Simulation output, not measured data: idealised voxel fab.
The process module presented herein is designated voxel fin reveal.
cross-section cut | 230 nm wide | cells 5 nm
This document writes a cross-section as a grid whose cells are square, and gives it as bands, listed from the top down; one or more rows of cells form a band. Top height, bottom height, nm. Materials left to right, width each, nm. Single material + "edge to edge" = fills band edge to edge. "blank" = empty. Beneath 0, the wafer as received is one material, and that level is where height counting begins. The lowest band goes on downward without a bottom; it is written like "0..down". Width spec "30..40" -> top row of cells at first value, bottom row at second value, equal per-row change in between. The cross-section has no changed cell in any step marked "no change". The label "Closed void inventory" introduces a list of the empty spaces, 8 cells or larger, that have no open way up to the top; each entry in it reads width x height at distance, where the distance is taken from the left edge and all three are stated in nm. Formally, on a step line, whatever follows the settings is a remark that the simulator itself makes on the step. overlay nm: mask offset rightward from planned place, masked step; negative means leftward offset.

**This section lists the process steps that were planned**
1 RECEIVE,material Si
2 CONFORMAL_DEP,material SiN,thk nm 5
3 MASKED_ETCH,tone cover,mask id FINS,width nm 15,pitch nm 35,etch materials SiN,depth nm 5,overlay nm 0
4 MASKED_ETCH,tone cover,mask id FINS,width nm 15,pitch nm 35,etch materials Si,depth nm 30,overlay nm 0
5 OXIDIZE,depth nm 5
6 FILL_DEP,material SiO2,thk nm 5
7 CMP,height nm 5
8 SELECTIVE_ETCH,etch materials SiO2,depth nm 25
9 STRIP,etch materials SiN

**First of two wafers, processed according to plan**

**As received (post step 1): cross-section**
	0..down | Si edge to edge
	Closed void inventory: none

**Cross-sectional representation of the wafer at the conclusion of step 2**
	5..0 | SiN edge to edge
	Everything under 0 stays put, no change at all.

**Cross-sectional representation of the wafer at the conclusion of step 3**
	5..0 | blank 90 nm, then SiN 15 nm, then blank 20 nm, then SiN 15 nm, then blank 90 nm
	Everything under 0 stays put, no change at all.

**Cross-sectional representation of the wafer at the conclusion of step 4**
	5..0 | blank 90 nm, then SiN 15 nm, then blank 20 nm, then SiN 15 nm, then blank 90 nm
	0..-30 | blank 90 nm, then Si 15 nm, then blank 20 nm, then Si 15 nm, then blank 90 nm
	Everything under -30 stays put, no change at all.

**Cross-sectional representation of the wafer at the conclusion of step 5**
	5..0 | blank 90 nm, then SiN 15 nm, then blank 20 nm, then SiN 15 nm, then blank 90 nm
	0..-30 | blank 90 nm, then SiO2 5 nm, then Si 5 nm, then SiO2 5 nm, then blank 20 nm, then SiO2 5 nm, then Si 5 nm, then SiO2 5 nm, then blank 90 nm
	-30..-35 | SiO2 95 nm, then Si 5 nm, then SiO2 30 nm, then Si 5 nm, then SiO2 95 nm
	Everything under -35 stays put, no change at all.

**Cross-sectional representation of the wafer at the conclusion of step 6**
	10..5 | SiO2 edge to edge
	5..0 | SiO2 90 nm, then SiN 15 nm, then SiO2 20 nm, then SiN 15 nm, then SiO2 90 nm
	0..-35 | SiO2 95 nm, then Si 5 nm, then SiO2 30 nm, then Si 5 nm, then SiO2 95 nm
	Everything under -35 stays put, no change at all.

**Cross-sectional representation of the wafer at the conclusion of step 7**
	5..0 | SiO2 90 nm, then SiN 15 nm, then SiO2 20 nm, then SiN 15 nm, then SiO2 90 nm
	Everything under 0 stays put, no change at all.

**Cross-sectional representation of the wafer at the conclusion of step 8**
	5..0 | blank 90 nm, then SiN 15 nm, then blank 20 nm, then SiN 15 nm, then blank 90 nm
	0..-20 | blank 95 nm, then Si 5 nm, then blank 30 nm, then Si 5 nm, then blank 95 nm
	Everything under -20 stays put, no change at all.

**Cross-sectional representation of the wafer at the conclusion of step 9**
	0..-20 | blank 95 nm, then Si 5 nm, then blank 30 nm, then Si 5 nm, then blank 95 nm
	Everything under -20 stays put, no change at all.

**Wafer two. Same start, same plan, one slip in execution. Same as wafer one through step 1, inclusive**

X-section, second wafer, when step 2 was due to finish: no change

X-section, second wafer, when step 3 was due to finish: no change

**X-section, second wafer, when step 4 was due to finish**
	0..-30 | blank 90 nm, then Si 15 nm, then blank 20 nm, then Si 15 nm, then blank 90 nm
	Everything under -30 stays put, no change at all.

**X-section, second wafer, when step 5 was due to finish**
	0..-5 | blank 90 nm, then SiO2 15 nm, then blank 20 nm, then SiO2 15 nm, then blank 90 nm
	-5..-30 | blank 90 nm, then SiO2 5 nm, then Si 5 nm, then SiO2 5 nm, then blank 20 nm, then SiO2 5 nm, then Si 5 nm, then SiO2 5 nm, then blank 90 nm
	-30..-35 | SiO2 95 nm, then Si 5 nm, then SiO2 30 nm, then Si 5 nm, then SiO2 95 nm
	Everything under -35 stays put, no change at all.

**X-section, second wafer, when step 6 was due to finish**
	5..-5 | SiO2 edge to edge
	-5..-35 | SiO2 95 nm, then Si 5 nm, then SiO2 30 nm, then Si 5 nm, then SiO2 95 nm
	Everything under -35 stays put, no change at all.

X-section, second wafer, when step 7 was due to finish: no change

**X-section, second wafer, when step 8 was due to finish**
	-5..-20 | blank 95 nm, then Si 5 nm, then blank 30 nm, then Si 5 nm, then blank 95 nm
	Everything under -20 stays put, no change at all.

X-section, second wafer, when step 9 was due to finish: no change
What went wrong in running the wafer? the run left out plan step 2 entirely, so it was never executed
It is noted that, at the conclusion of processing, the second wafer exhibits a higher or lower cell count for certain materials relative to the first: Si: 2 fewer
